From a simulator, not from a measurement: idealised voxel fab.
process module | voxel self aligned vias
cross-section cut | 245 nm wide | cells 5 nm
A cross-section is a grid of square cells, given in bands from the top down. A band is one or more rows of cells.
Each band's line starts with the height of the band's top and of its bottom, in nm. Then come its materials from left to right, each with its width in nm. One material with "throughout" fills the band from edge to edge. "air" is empty space.
Height 0 is the level under which the wafer as received is all one material. The lowest band goes on downwards, as in "0 down".
A width such as "30 to 40" changes by the same amount from each row of cells to the next, from the band's top row to its bottom row.
"no change" after a step means that no cell of the cross-section changed.
closed voids: empty space of 8 cells or more with no open way to the top, each as width x height at its distance from the left edge, in nm
after a step's settings: what the simulator itself notes on the step
overlay nm, on a step with a mask: how far to the right of its planned place the mask lay; to the left if negative
plan
1 op RECEIVE | material Si
2 op CONFORMAL_DEP | material SiO2 | thk nm 15
3 op CONFORMAL_DEP | material SiCN | thk nm 5
4 op DIRECTIONAL_DEP | material SiO2 | thk nm 20
5 op MASKED_ETCH | tone open | mask id LINES | width nm 25 | pitch nm 60 | etch materials SiO2 | depth nm 20 | overlay nm 0
6 op CONFORMAL_DEP | material TiN | thk nm 5
7 op FILL_DEP | material W | thk nm 10
8 op CMP | height nm 40
9 op SELECTIVE_ETCH | etch materials W Ru TiN | depth nm 10
10 op FILL_DEP | material SiN | thk nm 5
11 op CMP | height nm 40
12 op DIRECTIONAL_DEP | material SiO2 | thk nm 15
13 op MASKED_ETCH | tone open | mask id VIAS | width nm 45 | pitch nm 60 | etch materials SiO2 | depth nm 15 | overlay nm 0
14 op MASKED_ETCH | tone open | mask id VIAS | width nm 45 | pitch nm 60 | etch materials SiN | depth nm 10 | overlay nm 0
15 op CONFORMAL_DEP | material TiN | thk nm 5
16 op FILL_DEP | material Cu | thk nm 10
17 op CMP | height nm 55
18 op CONFORMAL_DEP | material SiCN | thk nm 5
as received, after step 1
  0 down: Si throughout
  closed voids: none
a wafer at the end: this start, this plan, one mistake
  60 to 55: SiCN throughout
  55 to 45: SiO2 70 | TiN 5 | Cu 35 | TiN 5 | SiO2 15 | TiN 5 | Cu 35 | TiN 5 | SiO2 70
  45 to 35: SiO2 70 to 80 | TiN 15 to 5 | Cu 15 | TiN 15 to 5 | SiO2 15 to 35 | TiN 15 to 5 | Cu 15 | TiN 15 to 5 | SiO2 70 to 80
  35 to 30: SiO2 80 | TiN 25 | SiO2 35 | TiN 25 | SiO2 80
  30 to 25: SiO2 80 | TiN 5 | W 15 | TiN 5 | SiO2 35 | TiN 5 | W 15 | TiN 5 | SiO2 80
  25 to 20: SiO2 80 | TiN 25 | SiO2 35 | TiN 25 | SiO2 80
  20 to 15: W throughout
  15 to 0: SiO2 throughout
  0 down: Si throughout
  closed voids: none
what went wrong: step 3 ran as: op CONFORMAL_DEP | material W | thk nm 5
